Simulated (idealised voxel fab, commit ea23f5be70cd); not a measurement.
process module | voxel trench capacitor
cross-section cut | 175 nm wide | cells 5 nm
A cross-section is a grid of square cells, given in bands from the top down. A band is one or more rows of cells.
Each band's line starts with the height of the band's top and of its bottom, in nm. Then come its materials from left to right, each with its width in nm. One material with "throughout" fills the band from edge to edge. "air" is empty space.
Height 0 is the level under which the wafer as received is all one material. The lowest band goes on downwards, as in "0 down".
A width such as "30 to 40" changes by the same amount from each row of cells to the next, from the band's top row to its bottom row.
"no change" after a step means that no cell of the cross-section changed.
closed voids: empty space of 8 cells or more with no open way to the top, each as width x height at its distance from the left edge, in nm
after a step's settings: what the simulator itself notes on the step
overlay nm, on a step with a mask: how far to the right of its planned place the mask lay; to the left if negative
plan
1 op RECEIVE | material Si
2 op CONFORMAL_DEP | material SiN | thk nm 5
3 op DIRECTIONAL_DEP | material aC | thk nm 15
4 op PATTERN | tone open | mask id TRENCH | material resist | width nm 30 | pitch nm 60 | thk nm 35 | overlay nm 0
5 op DIRECTIONAL_ETCH | etch materials aC | depth nm 15
6 op STRIP | etch materials resist
7 op DIRECTIONAL_ETCH | etch materials SiN | depth nm 5
8 op DIRECTIONAL_ETCH | etch materials Si | depth nm 40
9 op STRIP | etch materials aC
10 op CONFORMAL_DEP | material HfO2 | thk nm 5
11 op CONFORMAL_DEP | material TiN | thk nm 5
12 op FILL_DEP | material W | thk nm 5
13 op CMP | height nm 5
as received, after step 1
  0 down: Si throughout
  closed voids: none
first wafer at the end, as planned
  5 to 0: SiN 40 | HfO2 5 | TiN 5 | W 10 | TiN 5 | HfO2 5 | SiN 30 | HfO2 5 | TiN 5 | W 10 | TiN 5 | HfO2 5 | SiN 45
  0 to -30: Si 40 | HfO2 5 | TiN 5 | W 10 | TiN 5 | HfO2 5 | Si 30 | HfO2 5 | TiN 5 | W 10 | TiN 5 | HfO2 5 | Si 45
  -30 to -35: Si 40 | HfO2 5 | TiN 20 | HfO2 5 | Si 30 | HfO2 5 | TiN 20 | HfO2 5 | Si 45
  -35 to -40: Si 40 | HfO2 30 | Si 30 | HfO2 30 | Si 45
  -40 down: Si throughout
  closed voids: none
second wafer at the end: like start, like plan, one mistake
  5 to 0: W 30 | TiN 5 | HfO2 5 | SiN 30 | HfO2 5 | TiN 5 | W 10 | TiN 5 | HfO2 5 | SiN 30 | HfO2 5 | TiN 5 | W 35
  0 to -30: W 30 | TiN 5 | HfO2 5 | Si 30 | HfO2 5 | TiN 5 | W 10 | TiN 5 | HfO2 5 | Si 30 | HfO2 5 | TiN 5 | W 35
  -30 to -35: TiN 35 | HfO2 5 | Si 30 | HfO2 5 | TiN 20 | HfO2 5 | Si 30 | HfO2 5 | TiN 40
  -35 to -40: HfO2 40 | Si 30 | HfO2 30 | Si 30 | HfO2 45
  -40 down: Si throughout
  closed voids: none
what went wrong: step 4 ran as: op PATTERN | tone cover | mask id TRENCH | material resist | width nm 30 | pitch nm 60 | thk nm 35 | overlay nm 0
at the end the second wafer has, in cells: 11 more of HfO2 | 88 fewer of Si | 11 fewer of SiN | 11 more of TiN | 77 more of W
